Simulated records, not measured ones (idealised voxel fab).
Process module heading - voxel double patterning
Cross-section cut: width 200 nm, square cells of 5 nm.
Heads up, the way a cross-section reads in here is a grid of square cells, handed over as bands from the top down, with every band being one or more rows of cells. A band entry consists of two parts. The first gives the height of the band's top and the height of its bottom, in nm. The rest lists the band's materials from left to right, each with its width in nm. A single material labelled with the word "throughout" fills the band from edge to edge, and the word "empty" marks empty space. Ref level 0: as-received wafer is one material below here. Bottom band extends down with no lower bound ("0..down"). The two numbers in a width such as "30 to 40" mark its ends across the band: the first belongs to the top row of cells, the second to the bottom row, and from each row to the next the width moves by the same amount. Reading "no alterations made" for a step: not a cell of the cross-section changed in it. "Closed-off voids": sealed empty spaces, 8 cells or more, no open way to top, listed width x height at distance, with distance from the left edge and width, height and distance in nm. If you see something after the settings on a step's line, that's the simulator's own remark about that step. overlay nm, on a step with a mask: how far to the right of its planned place the mask lay; to the left if negative.
Intended process steps:
step 1: RECEIVE with material Si
step 2: CONFORMAL_DEP with material SiO2, thk nm 10
step 3: DIRECTIONAL_DEP with material TiN, thk nm 20
step 4: DIRECTIONAL_DEP with material SiN, thk nm 5
step 5: MASKED_ETCH with tone open, mask id FIRST, width nm 15, pitch nm 50, etch materials SiN, depth nm 5, overlay nm 0
step 6: DIRECTIONAL_DEP with material aC, thk nm 5
step 7: PATTERN with tone open, mask id SECOND, material resist, width nm 15, thk nm 35, overlay nm 0
step 8: DIRECTIONAL_ETCH with etch materials aC, depth nm 15
step 9: STRIP with etch materials resist
step 10: DIRECTIONAL_ETCH with etch materials SiN, depth nm 5
step 11: STRIP with etch materials aC
step 12: DIRECTIONAL_ETCH with etch materials TiN, depth nm 20
step 13: STRIP with etch materials SiN
For this document, wafers share an identical start and vary in the step 6 thk nm; the plan quotes the first wafer's value.
Cross-section, first of several wafers, as delivered after step 1:
  0..down: Si throughout
  Closed-off voids: none
Below is a per-wafer table. In it, each row describes the wafer at the end of the module by giving, for each material, the number of cells gained (+) or lost (-) since the wafer was received, and after that the closed voids of the wafer:
thk nm 5 | +80 SiO2 | +124 TiN | Closed-off voids: none
thk nm 10 | +80 SiO2 | +124 TiN | Closed-off voids: none
thk nm 15 | +80 SiO2 | +124 TiN | Closed-off voids: none
thk nm 20 | +80 SiO2 | +136 TiN | Closed-off voids: none
thk nm 25 | +80 SiO2 | +136 TiN | Closed-off voids: none
thk nm 30 | +80 SiO2 | +136 TiN | Closed-off voids: none
